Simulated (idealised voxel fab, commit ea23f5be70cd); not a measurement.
process module | voxel double patterning
cross-section cut | 260 nm wide | cells 5 nm
A cross-section is a grid of square cells, given in bands from the top down. A band is one or more rows of cells.
Each band's line starts with the height of the band's top and of its bottom, in nm. Then come its materials from left to right, each with its width in nm. One material with "throughout" fills the band from edge to edge. "air" is empty space.
Height 0 is the level under which the wafer as received is all one material. The lowest band goes on downwards, as in "0 down".
A width such as "30 to 40" changes by the same amount from each row of cells to the next, from the band's top row to its bottom row.
"no change" after a step means that no cell of the cross-section changed.
closed voids: empty space of 8 cells or more with no open way to the top, each as width x height at its distance from the left edge, in nm
after a step's settings: what the simulator itself notes on the step
overlay nm, on a step with a mask: how far to the right of its planned place the mask lay; to the left if negative
plan
1 op RECEIVE | material Si
2 op CONFORMAL_DEP | material SiO2 | thk nm 5
3 op DIRECTIONAL_DEP | material TiN | thk nm 20
4 op DIRECTIONAL_DEP | material SiCN | thk nm 10
5 op DIRECTIONAL_DEP | material aC | thk nm 15
6 op PATTERN | tone open | mask id FIRST | material resist | width nm 15 | pitch nm 50 | thk nm 30 | overlay nm 0
7 op DIRECTIONAL_ETCH | etch materials aC | depth nm 15
8 op STRIP | etch materials resist
9 op DIRECTIONAL_ETCH | etch materials SiCN | depth nm 10
10 op STRIP | etch materials aC
11 op MASKED_ETCH | tone open | mask id SECOND | width nm 15 | etch materials SiCN | depth nm 10 | overlay nm 0
12 op DIRECTIONAL_ETCH | etch materials TiN | depth nm 20
13 op STRIP | etch materials SiCN
first wafer, as planned
as received, after step 1
  0 down: Si throughout
  closed voids: none
after step 2
  5 to 0: SiO2 throughout
  below 0: unchanged
after step 3
  25 to 5: TiN throughout
  below 5: unchanged
after step 4
  35 to 25: SiCN throughout
  below 25: unchanged
after step 5
  50 to 35: aC throughout
  below 35: unchanged
after step 6
  80 to 50: resist 95 | air 15 | resist 35 | air 15 | resist 100
  below 50: unchanged
after step 7
  65 to 50: resist 95 | air 15 | resist 35 | air 15 | resist 100
  50 to 35: aC 95 | air 15 | aC 35 | air 15 | aC 100
  below 35: unchanged
after step 8
  50 to 35: aC 95 | air 15 | aC 35 | air 15 | aC 100
  below 35: unchanged
after step 9
  50 to 35: aC 95 | air 15 | aC 35 | air 15 | aC 100
  35 to 25: SiCN 95 | air 15 | SiCN 35 | air 15 | SiCN 100
  below 25: unchanged
after step 10
  35 to 25: SiCN 95 | air 15 | SiCN 35 | air 15 | SiCN 100
  below 25: unchanged
after step 11
  35 to 25: SiCN 95 | air 15 | SiCN 10 | air 15 | SiCN 10 | air 15 | SiCN 100
  below 25: unchanged
after step 12
  35 to 25: SiCN 95 | air 15 | SiCN 10 | air 15 | SiCN 10 | air 15 | SiCN 100
  25 to 5: TiN 95 | air 15 | TiN 10 | air 15 | TiN 10 | air 15 | TiN 100
  below 5: unchanged
after step 13
  25 to 5: TiN 95 | air 15 | TiN 10 | air 15 | TiN 10 | air 15 | TiN 100
  below 5: unchanged
second wafer: like start, like plan, one mistake. Through step 5 it matches the first wafer
when step 6 should have ended
  80 to 50: resist 95 | air 20 | resist 30 | air 20 | resist 95
  below 50: unchanged
when step 7 should have ended
  65 to 50: resist 95 | air 20 | resist 30 | air 20 | resist 95
  50 to 35: aC 95 | air 20 | aC 30 | air 20 | aC 95
  below 35: unchanged
when step 8 should have ended
  50 to 35: aC 95 | air 20 | aC 30 | air 20 | aC 95
  below 35: unchanged
when step 9 should have ended
  50 to 35: aC 95 | air 20 | aC 30 | air 20 | aC 95
  35 to 25: SiCN 95 | air 20 | SiCN 30 | air 20 | SiCN 95
  below 25: unchanged
when step 10 should have ended
  35 to 25: SiCN 95 | air 20 | SiCN 30 | air 20 | SiCN 95
  below 25: unchanged
when step 11 should have ended
  35 to 25: SiCN 95 | air 20 | SiCN 5 | air 15 | SiCN 10 | air 20 | SiCN 95
  below 25: unchanged
when step 12 should have ended
  35 to 25: SiCN 95 | air 20 | SiCN 5 | air 15 | SiCN 10 | air 20 | SiCN 95
  25 to 5: TiN 95 | air 20 | TiN 5 | air 15 | TiN 10 | air 20 | TiN 95
  below 5: unchanged
when step 13 should have ended
  25 to 5: TiN 95 | air 20 | TiN 5 | air 15 | TiN 10 | air 20 | TiN 95
  below 5: unchanged
what went wrong: step 6 ran as: op PATTERN | tone open | mask id FIRST | material resist | width nm 20 | pitch nm 50 | thk nm 30 | overlay nm 0
at the end the second wafer has, in cells: 8 fewer of TiN
